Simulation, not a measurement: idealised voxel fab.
process module | voxel ribs on slabs
cross-section cut | 260 nm wide | cells 5 nm
A cross-section is a grid of square cells, given in bands from the top down. A band is one or more rows of cells.
Each band's line starts with the height of the band's top and of its bottom, in nm. Then come its materials from left to right, each with its width in nm. One material with "throughout" fills the band from edge to edge. "air" is empty space.
Height 0 is the level under which the wafer as received is all one material. The lowest band goes on downwards, as in "0 down".
A width such as "30 to 40" changes by the same amount from each row of cells to the next, from the band's top row to its bottom row.
"no change" after a step means that no cell of the cross-section changed.
closed voids: empty space of 8 cells or more with no open way to the top, each as width x height at its distance from the left edge, in nm
after a step's settings: what the simulator itself notes on the step
overlay nm, on a step with a mask: how far to the right of its planned place the mask lay; to the left if negative
plan
1 op RECEIVE | material Si
2 op DIRECTIONAL_DEP | material SiO2 | thk nm 20
3 op DIRECTIONAL_DEP | material polySi | thk nm 15
4 op DIRECTIONAL_DEP | material aC | thk nm 15
5 op PATTERN | tone cover | mask id RIB | material resist | width nm 20 | thk nm 30 | overlay nm 0
6 op DIRECTIONAL_ETCH | etch materials aC | depth nm 15
7 op STRIP | etch materials resist
8 op DIRECTIONAL_ETCH | etch materials polySi | depth nm 5
9 op STRIP | etch materials aC
10 op DIRECTIONAL_DEP | material aC | thk nm 15
11 op PATTERN | tone cover | mask id SLAB | material resist | width nm 60 | thk nm 30 | overlay nm 0
12 op DIRECTIONAL_ETCH | etch materials aC | depth nm 15
13 op STRIP | etch materials resist
14 op DIRECTIONAL_ETCH | etch materials polySi | depth nm 10
15 op STRIP | etch materials aC
16 op FILL_DEP | material SiO2 | thk nm 25
17 op CMP | height nm 55
18 op DIRECTIONAL_DEP | material W | thk nm 10
19 op MASKED_ETCH | tone cover | mask id HEATER | width nm 30 | etch materials W | depth nm 10 | overlay nm 0
20 op CONFORMAL_DEP | material SiO2 | thk nm 5
as received, after step 1
  0 down: Si throughout
  closed voids: none
first wafer at the end, as planned
  70 to 65: air 110 | SiO2 40 | air 110
  65 to 60: air 110 | SiO2 5 | W 30 | SiO2 5 | air 110
  60 to 55: SiO2 115 | W 30 | SiO2 115
  55 to 35: SiO2 throughout
  35 to 30: SiO2 120 | polySi 20 | SiO2 120
  30 to 20: SiO2 100 | polySi 60 | SiO2 100
  20 to 0: SiO2 throughout
  0 down: Si throughout
  closed voids: none
second wafer at the end: like start, like plan, one mistake
  70 to 65: air 110 | SiO2 40 | air 110
  65 to 60: air 110 | SiO2 5 | W 30 | SiO2 5 | air 110
  60 to 55: SiO2 115 | W 30 | SiO2 115
  55 to 35: SiO2 throughout
  35 to 30: SiO2 115 | polySi 20 | SiO2 125
  30 to 20: SiO2 100 | polySi 60 | SiO2 100
  20 to 0: SiO2 throughout
  0 down: Si throughout
  closed voids: none
what went wrong: step 5 ran as: op PATTERN | tone cover | mask id RIB | material resist | width nm 20 | thk nm 30 | overlay nm -5
at the end the second wafer has, in cells: as many of each material as the first, in other places
